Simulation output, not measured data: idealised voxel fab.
Documented hereafter: the process module known as voxel gate over fins.
The figure presents cross-section cut, which has a width of 150 nm and is divided into square cells with an edge length of 5 nm.
Reading order for cross-sections: top band down to bottom band. Underlying form: a grid of square cells. Band size: one or more rows of cells. Read a band's entry like this: the first values are the height of its top and the height of its bottom in nm, and what follows is the sequence of materials from left to right, each with its width in nm. Note that "air" is empty space, and that a single material marked "full width" reaches across the band from edge to edge. The level at which height equals 0 is the one under which the wafer, as it arrives, is entirely one material. No lower edge exists for the bottom band, which continues downward and is notated as in "z 0 and below". Read "30..40" as a graded width: first number on top, second number at the bottom, same change between each pair of neighbouring rows. "identical to before" for a step: no cell of the cross-section changed in that step. You'll see "Sealed-off cavities" listing empty spaces that have no way open to the top, as long as they're 8 cells or more; the notation is width x height at distance, where the distance is from the left edge, and all of it is in nm. It should be noted that, on the line of a given step, the content following the step's settings is a remark produced by the simulator itself with respect to that step. The line of a step may include "overlay nm". On a step with a mask, this value is how far to the right of its planned place the mask lay. A negative value means the mask lay to the left.

**Planned step list for the process**
| 1 | RECEIVE, material Si |
| 2 | CONFORMAL_DEP, material SiN, thk nm 10 |
| 3 | PATTERN, tone cover, mask id FINS, material resist, width nm 15, pitch nm 35, thk nm 15, overlay nm 0 |
| 4 | DIRECTIONAL_ETCH, etch materials SiN, depth nm 10 |
| 5 | DIRECTIONAL_ETCH, etch materials Si, depth nm 35 |
| 6 | STRIP, etch materials resist |
| 7 | OXIDIZE, depth nm 5 |
| 8 | FILL_DEP, material SiO2, thk nm 5 |
| 9 | CMP, height nm 10 |
| 10 | SELECTIVE_ETCH, etch materials SiO2, depth nm 25 |
| 11 | STRIP, etch materials SiN |
| 12 | CONFORMAL_DEP, material HfO2, thk nm 5 |
| 13 | CONFORMAL_DEP, material TiN, thk nm 5 |
| 14 | FILL_DEP, material W, thk nm 15 |
| 15 | CMP, height nm 20 |
| 16 | CONFORMAL_DEP, material SiCN, thk nm 10 |

**Incoming wafer in cross-section (state: after step 1)**
- z 0 and below: Si full width
- Sealed-off cavities: none

**Here's the wafer cut in cross-section after the module, started and planned just like above, except one thing was done wrong in the run**
- z 30 to 20: SiCN full width
- z 20 to 10: W full width
- z 10 to 5: 45 W | 25 TiN | 10 W | 25 TiN | 45 W
- z 5 to 0: 45 W | 5 TiN | 15 HfO2 | 5 TiN | 10 W | 5 TiN | 15 HfO2 | 5 TiN | 45 W
- z 0 to -30: 45 W | 5 TiN | 5 HfO2 | 5 Si | 5 HfO2 | 5 TiN | 10 W | 5 TiN | 5 HfO2 | 5 Si | 5 HfO2 | 5 TiN | 45 W
- z -30 to -35: 50 TiN | 5 HfO2 | 5 Si | 5 HfO2 | 20 TiN | 5 HfO2 | 5 Si | 5 HfO2 | 50 TiN
- z -35 to -40: 55 HfO2 | 5 Si | 30 HfO2 | 5 Si | 55 HfO2
- z -40 and below: Si full width
- Sealed-off cavities: none
Deviation noted in wafer processing: yeah, plan step 10 got run twice
